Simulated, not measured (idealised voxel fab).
The process module presented herein is designated voxel gate over fins.
Pictured: cross-section cut, 290 nm wide, on a grid of 5 nm square cells.
Reading order for cross-sections: top band down to bottom band. Underlying form: a grid of square cells. Band size: one or more rows of cells.
What a band's entry tells you: where the top is and where the bottom is, as heights in nm, and after that what lies inside, material by material from left to right, each with its width in nm. Empty space is written as the word "air", and a single material marked with the word "edge to edge" occupies the band from edge to edge.
The level at which height equals 0 is the one under which the wafer, as it arrives, is entirely one material. No lower edge exists for the bottom band, which continues downward and is notated as in "from 0 down".
The width entry "30->40" should be interpreted row by row: the top row of cells in the band takes the first number, the bottom row takes the second number, and the change between adjacent rows is uniform throughout.
Any step labelled "nothing was modified" changed none of the cells in the cross-section.
Closed empty spaces (no open way to the top) of 8 cells or more are what "Trapped cavities" lists, each as width x height at distance from the left edge, nm for all three.
Formally, on a step line, whatever follows the settings is a remark that the simulator itself makes on the step.
overlay nm: mask offset rightward from planned place, masked step; negative means leftward offset.
[Process steps - plan]
1,RECEIVE | material Si
2,CONFORMAL_DEP | material SiN | thk nm 10
3,PATTERN | tone cover | mask id FINS | material resist | width nm 15 | pitch nm 35 | thk nm 20 | overlay nm 0
4,DIRECTIONAL_ETCH | etch materials SiN | depth nm 10
5,DIRECTIONAL_ETCH | etch materials Si | depth nm 35
6,STRIP | etch materials resist
7,OXIDIZE | depth nm 5
8,FILL_DEP | material SiO2 | thk nm 10
9,CMP | height nm 0
10,SELECTIVE_ETCH | etch materials SiO2 | depth nm 25
11,STRIP | etch materials SiN
12,CONFORMAL_DEP | material HfO2 | thk nm 5
13,CONFORMAL_DEP | material TiN | thk nm 5
14,FILL_DEP | material W | thk nm 10
15,CMP | height nm 15
16,CONFORMAL_DEP | material SiCN | thk nm 10
All wafers enter the flow in the same state. The height nm at step 9 differs from wafer to wafer, and the plan gives the value for the first wafer.
[Cross-section of the first of several wafers on receipt, reflecting completion of step 1]
from 0 down: Si edge to edge
Trapped cavities: none
[Cross-section after step 16, the final step of the module, for the first of several wafers]
from 25 to 15: SiCN edge to edge
from 15 to 10: W edge to edge
from 10 to 5: W (115) | TiN (25) | W (10) | TiN (25) | W (115)
from 5 to 0: W (115) | TiN (5) | HfO2 (15) | TiN (5) | W (10) | TiN (5) | HfO2 (15) | TiN (5) | W (115)
from 0 to -15: W (115) | TiN (5) | HfO2 (5) | Si (5) | HfO2 (5) | TiN (5) | W (10) | TiN (5) | HfO2 (5) | Si (5) | HfO2 (5) | TiN (5) | W (115)
from -15 to -20: TiN (120) | HfO2 (5) | Si (5) | HfO2 (5) | TiN (20) | HfO2 (5) | Si (5) | HfO2 (5) | TiN (120)
from -20 to -25: HfO2 (125) | Si (5) | HfO2 (30) | Si (5) | HfO2 (125)
from -25 to -40: SiO2 (125) | Si (5) | SiO2 (30) | Si (5) | SiO2 (125)
from -40 down: Si edge to edge
Trapped cavities: none
[Here we cross-sectioned the last of the wafers once the module was done]
from 25 to 15: SiCN edge to edge
from 15 to 10: W edge to edge
from 10 to 5: W (115) | TiN (25) | W (10) | TiN (25) | W (115)
from 5 to 0: TiN (120) | HfO2 (15) | TiN (20) | HfO2 (15) | TiN (120)
from 0 to -5: HfO2 (125) | Si (5) | HfO2 (30) | Si (5) | HfO2 (125)
from -5 to -40: SiO2 (125) | Si (5) | SiO2 (30) | Si (5) | SiO2 (125)
from -40 down: Si edge to edge
Trapped cavities: none
[What follows is a table in which each wafer occupies a row; for the wafer as it stands at the close of the module, the row states, material by material, how many cells have been gained (+) or lost (-) since receipt, and then gives its closed voids]
height nm 0 | +78 HfO2 | -448 Si | +116 SiCN | +168 SiO2 | +78 TiN | +298 W | Trapped cavities: none
height nm 5 | +74 HfO2 | -448 Si | +116 SiCN | +224 SiO2 | +74 TiN | +250 W | Trapped cavities: none
height nm 10 | +70 HfO2 | -448 Si | +116 SiCN | +280 SiO2 | +70 TiN | +202 W | Trapped cavities: none
height nm 15 | +66 HfO2 | -448 Si | +116 SiCN | +336 SiO2 | +66 TiN | +154 W | Trapped cavities: none
height nm 20 | +62 HfO2 | -448 Si | +116 SiCN | +392 SiO2 | +62 TiN | +106 W | Trapped cavities: none
